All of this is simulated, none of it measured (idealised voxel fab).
A process module follows: voxel double patterning.
Each square cell in cross-section cut measures 5 nm, and the section as a whole is 295 nm wide.
In what follows, cross-sections appear as grids of square cells, described through bands that run from the top down, where every band is one or more rows of cells. Band: top height; bottom height; in nm. Then, left to right: material with width in nm, for each material. "edge to edge": a single material spanning edge to edge. "empty": empty space. Below 0: as-received wafer, all one material; heights counted from there. Lowest band: no bottom, goes on down, written "0 down". Graded width ("30..40"): value in top row of band = first number; value in bottom row = second number; row-to-row change constant. Given "everything unchanged" for a step, no cell of the cross-section differs between before and after that step. "Closed void register": sealed empty spaces, 8 cells or more, no open way to top, listed width x height at distance, with distance from the left edge and width, height and distance in nm. What comes after the settings on a step's line is commentary from the simulator itself on that step. Steps that use a mask can have "overlay nm" on their line. It says how far the mask sat to the right of where it was meant to be. Negative means to the left.
PROCESS STEPS FORESEEN IN THE PLAN
1) op RECEIVE | material Si
2) op CONFORMAL_DEP | material SiO2 | thk nm 10
3) op DIRECTIONAL_DEP | material polySi | thk nm 15
4) op DIRECTIONAL_DEP | material SiCN | thk nm 10
5) op MASKED_ETCH | tone open | mask id FIRST | width nm 15 | pitch nm 50 | etch materials SiCN | depth nm 10 | overlay nm 0
6) op DIRECTIONAL_DEP | material aC | thk nm 15
7) op PATTERN | tone open | mask id SECOND | material resist | width nm 15 | pitch nm 50 | thk nm 35 | overlay nm 0
8) op DIRECTIONAL_ETCH | etch materials aC | depth nm 15
9) op STRIP | etch materials resist
10) op DIRECTIONAL_ETCH | etch materials SiCN | depth nm 10
11) op STRIP | etch materials aC
12) op DIRECTIONAL_ETCH | etch materials polySi | depth nm 15
13) op STRIP | etch materials SiCN
CROSS-SECTIONAL VIEW OF THE WAFER IN ITS AS-RECEIVED CONDITION, CORRESPONDING TO THE STATE AFTER STEP 1
	0 down = Si edge to edge
	Closed void register: none
HERE'S THE CROSS-SECTION OF THE FIRST OF OUR TWO WAFERS AT THE END OF THE MODULE - IT RAN AS PLANNED
	25 to 10 = polySi: 90 | empty: 15 | polySi: 10 | empty: 15 | polySi: 10 | empty: 15 | polySi: 10 | empty: 15 | polySi: 10 | empty: 15 | polySi: 90
	10 to 0 = SiO2 edge to edge
	0 down = Si edge to edge
	Closed void register: none
SECOND WAFER OF THE TWO, SECTIONED AT THE END OF THE MODULE. IT BEGAN LIKE THE FIRST AND FOLLOWED THE SAME PLAN, BUT ONE MISTAKE WAS MADE WHILE RUNNING IT
	25 to 10 = polySi: 85 | empty: 25 | polySi: 5 | empty: 15 | polySi: 5 | empty: 25 | polySi: 5 | empty: 15 | polySi: 5 | empty: 25 | polySi: 85
	10 to 0 = SiO2 edge to edge
	0 down = Si edge to edge
	Closed void register: none
What broke from the plan during processing? step 5 did not happen as planned, as run it was op MASKED_ETCH | tone open | mask id FIRST | width nm 25 | pitch nm 50 | etch materials SiCN | depth nm 10 | overlay nm 0
End check, counted in cells, second wafer has more or fewer of these materials than the first: polySi: 18 fewer
